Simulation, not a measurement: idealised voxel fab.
process module | voxel capacitor over wiring
cross-section cut | 225 nm wide | cells 5 nm
A cross-section is a grid of square cells, given in bands from the top down. A band is one or more rows of cells.
Each band's line starts with the height of the band's top and of its bottom, in nm. Then come its materials from left to right, each with its width in nm. One material with "throughout" fills the band from edge to edge. "air" is empty space.
Height 0 is the level under which the wafer as received is all one material. The lowest band goes on downwards, as in "0 down".
A width such as "30 to 40" changes by the same amount from each row of cells to the next, from the band's top row to its bottom row.
"no change" after a step means that no cell of the cross-section changed.
closed voids: empty space of 8 cells or more with no open way to the top, each as width x height at its distance from the left edge, in nm
after a step's settings: what the simulator itself notes on the step
overlay nm, on a step with a mask: how far to the right of its planned place the mask lay; to the left if negative
plan
1 op RECEIVE | material Si
2 op CONFORMAL_DEP | material SiO2 | thk nm 15
3 op CONFORMAL_DEP | material SiCN | thk nm 5
4 op DIRECTIONAL_DEP | material SiO2 | thk nm 20
5 op PATTERN | tone open | mask id METAL_1 | material resist | width nm 30 | pitch nm 95 | thk nm 15 | overlay nm 0
6 op DIRECTIONAL_ETCH | etch materials SiO2 | depth nm 20
7 op DIRECTIONAL_ETCH | etch materials SiCN | depth nm 5
8 op STRIP | etch materials resist
9 op CONFORMAL_DEP | material TiN | thk nm 5
10 op FILL_DEP | material Cu | thk nm 10
11 op CMP | height nm 40
12 op EPI | material Ru | thk nm 5
13 op FILL_DEP | material SiCN | thk nm 5
14 op DIRECTIONAL_DEP | material lowk | thk nm 15
15 op MASKED_ETCH | tone open | mask id PLUG_1 | width nm 15 | etch materials lowk | depth nm 15 | overlay nm 0
16 op MASKED_ETCH | tone open | mask id PLUG_1 | width nm 15 | etch materials SiCN | depth nm 5 | overlay nm 0
17 op CONFORMAL_DEP | material TiN | thk nm 5
18 op FILL_DEP | material Ru | thk nm 10
19 op CMP | height nm 65
20 op DIRECTIONAL_DEP | material TiN | thk nm 5
21 op DIRECTIONAL_DEP | material SiN | thk nm 5
22 op DIRECTIONAL_DEP | material TiN | thk nm 10
23 op PATTERN | tone cover | mask id UPPER_PLATE | material resist | width nm 70 | thk nm 15 | overlay nm 0
24 op DIRECTIONAL_ETCH | etch materials TiN | depth nm 10
25 op DIRECTIONAL_ETCH | etch materials SiN | depth nm 5
26 op STRIP | etch materials resist
27 op PATTERN | tone cover | mask id LOWER_PLATE | material resist | width nm 80 | thk nm 20 | overlay nm 0
28 op DIRECTIONAL_ETCH | etch materials TiN | depth nm 5
29 op STRIP | etch materials resist
30 op FILL_DEP | material SiO2 | thk nm 20
31 op CMP | height nm 100
32 op DIRECTIONAL_DEP | material aC | thk nm 10
33 op PATTERN | tone open | mask id PLUG_2 | material resist | width nm 15 | thk nm 30 | overlay nm 0
34 op DIRECTIONAL_ETCH | etch materials aC | depth nm 10
35 op STRIP | etch materials resist
36 op DIRECTIONAL_ETCH | etch materials SiO2 | depth nm 15
37 op STRIP | etch materials aC
38 op CONFORMAL_DEP | material TiN | thk nm 5
39 op FILL_DEP | material W | thk nm 5
40 op CMP | height nm 100
41 op CONFORMAL_DEP | material SiCN | thk nm 5
as received, after step 1
  0 down: Si throughout
  closed voids: none
a wafer at the end: this start, this plan, one mistake
  105 to 100: SiCN throughout
  100 to 90: SiO2 75 | TiN 5 | W 5 | TiN 5 | SiO2 135
  90 to 85: SiO2 75 | TiN 15 | SiO2 135
  85 to 75: SiO2 65 | TiN 70 | SiO2 90
  75 to 70: SiO2 65 | SiN 70 | SiO2 90
  70 to 65: SiO2 60 | TiN 80 | SiO2 85
  65 to 50: lowk 65 | TiN 5 | Ru 5 | TiN 5 | lowk 145
  50 to 45: SiCN 65 | TiN 15 | SiCN 145
  45 to 40: SiCN 35 | Ru 40 | SiCN 55 | Ru 40 | SiCN 55
  40 to 20: SiO2 40 | TiN 5 | Cu 20 | TiN 5 | SiO2 65 | TiN 5 | Cu 20 | TiN 5 | SiO2 60
  20 to 15: SiCN 40 | TiN 30 | SiCN 65 | TiN 30 | SiCN 60
  15 to 0: SiO2 throughout
  0 down: Si throughout
  closed voids: none
what went wrong: step 5 ran as: op PATTERN | tone open | mask id METAL_1 | material resist | width nm 30 | pitch nm 95 | thk nm 15 | overlay nm -10
